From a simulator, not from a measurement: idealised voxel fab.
The document below concerns the process module designated voxel released beams.
cross-section cut | 285 nm wide | cells 5 nm
Each cross-section below is a grid of square cells, stated as bands in top-down order, with one or more rows of cells making up each band.
Read a band's entry like this: the first values are the height of its top and the height of its bottom in nm, and what follows is the sequence of materials from left to right, each with its width in nm. Note that "empty" is empty space, and that a single material marked "everywhere" reaches across the band from edge to edge.
Zero point of the height axis is 0; under it, received wafer = one material. Lowest band: continues down indefinitely, "0..down".
Per-row width for "30->40": begins at first number (top row of band), ends at second number (bottom row), increment between rows held constant.
Given "no change occurred" for a step, no cell of the cross-section differs between before and after that step.
Listed in "Fully closed voids": every empty space of 8 or more cells without an open way to the top. Form: width x height at distance, the distance being from the left edge, all in nm.
If you see something after the settings on a step's line, that's the simulator's own remark about that step.
overlay nm: for a step with a mask, the amount by which the mask lay right of where it was planned; a negative amount means left of it.
These are the steps we planned for the process:
1: RECEIVE | material Si
2: CONFORMAL_DEP | material Al2O3 | thk nm 5
3: DIRECTIONAL_DEP | material SiO2 | thk nm 20
4: PATTERN | tone open | mask id ANCHOR | material resist | width nm 35 | thk nm 15 | overlay nm 0
5: DIRECTIONAL_ETCH | etch materials SiO2 | depth nm 20
6: STRIP | etch materials resist
7: CONFORMAL_DEP | material W | thk nm 15
8: MASKED_ETCH | tone cover | mask id BEAM | width nm 95 | etch materials W | depth nm 15 | overlay nm 0
9: STRIP | etch materials SiO2
Shown in cross-section is the wafer as received, that is, as it stands after step 1:
> 0..down  Si everywhere
> Fully closed voids: none
End-of-module XS, first of two wafers, run as planned:
> 40..25  empty: 90, W: 20, empty: 5, W: 70, empty: 100
> 25..20  empty: 95, W: 15, empty: 5, W: 15, empty: 155
> 20..5  empty: 95, W: 35, empty: 155
> 5..0  Al2O3 everywhere
> 0..down  Si everywhere
> Fully closed voids: none
Wafer two cross-section, module end. Start and plan unchanged from wafer one; one mistake made during the run:
> 40..25  empty: 80, W: 30, empty: 5, W: 60, empty: 110
> 25..20  empty: 95, W: 15, empty: 5, W: 15, empty: 155
> 20..5  empty: 95, W: 35, empty: 155
> 5..0  Al2O3 everywhere
> 0..down  Si everywhere
> Fully closed voids: none
It is concluded that the wafer was processed incorrectly with respect to the plan, in that note that step 8 departed from the planned setting and was carried out as MASKED_ETCH | tone cover | mask id BEAM | width nm 95 | etch materials W | depth nm 15 | overlay nm -10
Final wafers compared: equal cell tally per material, rearranged layout.
